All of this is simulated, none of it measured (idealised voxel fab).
A process module follows: voxel plated lines.
For reference, the cross-section in this document is cut, with width 215 nm and square cells of 5 nm.
Each cross-section below is a grid of square cells, stated as bands in top-down order, with one or more rows of cells making up each band.
Basically the band line says how high the top is and how high the bottom is, in nm, and then what's in it from left to right, every material with its width in nm. Empty space shows up as "air", and if a single material carries "full width" it runs the full band edge to edge.
Measure heights from 0. That's the level where, below it, the as-received wafer is all one material. The lowest band is bottomless and extends downward; write it as in "0 -> down".
It should be noted that a width expressed as "30 to 40" varies in equal increments from row to row of cells within the band, taking the value of the first number at the top row and that of the second number at the bottom row.
"all unchanged", as given for a step, is the statement that not any cell of the cross-section underwent a change during that step.
"Catalogued sealed voids" lists enclosed empty spaces (at least 8 cells, no open path upward to the top), each as width x height at distance from the left edge, in nm.
Read whatever lies past the settings on a step's line as the simulator's own remark about the step.
The "overlay nm" setting may appear on a step's line; for a step that uses a mask, it gives how far to the right of its planned position the mask lay, and a negative value indicates the left.

THE FOLLOWING LIST GIVES THE PLANNED PROCESS STEPS
- 1: RECEIVE, material Si
- 2: CONFORMAL_DEP, material Al2O3, thk nm 5
- 3: DIRECTIONAL_DEP, material TiN, thk nm 5
- 4: PATTERN, tone open, mask id LINES, material resist, width nm 25, pitch nm 50, thk nm 30, overlay nm 0
- 5: EPI, material Ru, thk nm 5
- 6: EPI, material Ru, thk nm 5
- 7: STRIP, etch materials resist
- 8: DIRECTIONAL_ETCH, etch materials TiN, depth nm 5
- 9: CONFORMAL_DEP, material SiO2, thk nm 10

CROSS-SECTION OF THE WAFER AS IT CAME TO US, I.E., ALREADY THROUGH STEP 1
> 0 -> down  Si full width
> Catalogued sealed voids: none

CROSS-SECTION TAKEN AT MODULE COMPLETION ON THE FIRST OF TWO WAFERS; PROCESSED PER THE PLAN
> 30 -> 20  air: 60 / SiO2: 45 / air: 5 / SiO2: 45 / air: 60
> 20 -> 15  air: 60 / SiO2: 10 / Ru: 25 / SiO2: 10 / air: 5 / SiO2: 10 / Ru: 25 / SiO2: 10 / air: 60
> 15 -> 10  SiO2: 70 / Ru: 25 / SiO2: 25 / Ru: 25 / SiO2: 70
> 10 -> 5  SiO2: 70 / TiN: 25 / SiO2: 25 / TiN: 25 / SiO2: 70
> 5 -> 0  Al2O3 full width
> 0 -> down  Si full width
> Catalogued sealed voids: none

WAFER TWO, SECTIONED AFTER THE MODULE: THE FIRST WAFER'S START, THE FIRST WAFER'S PLAN, AND ONE MISTAKE IN HOW IT WAS RUN
> 35 -> 20  air: 55 / SiO2: 105 / air: 55
> 20 -> 10  SiO2: 70 / Ru: 25 / SiO2: 25 / Ru: 25 / SiO2: 70
> 10 -> 5  SiO2: 70 / TiN: 25 / SiO2: 25 / TiN: 25 / SiO2: 70
> 5 -> 0  Al2O3 full width
> 0 -> down  Si full width
> Catalogued sealed voids: none
Plan not followed: step 9 did not use the planned setting and instead ran as CONFORMAL_DEP, material SiO2, thk nm 15
It is noted that, at the conclusion of processing, the second wafer exhibits a higher or lower cell count for certain materials relative to the first: +52 SiO2
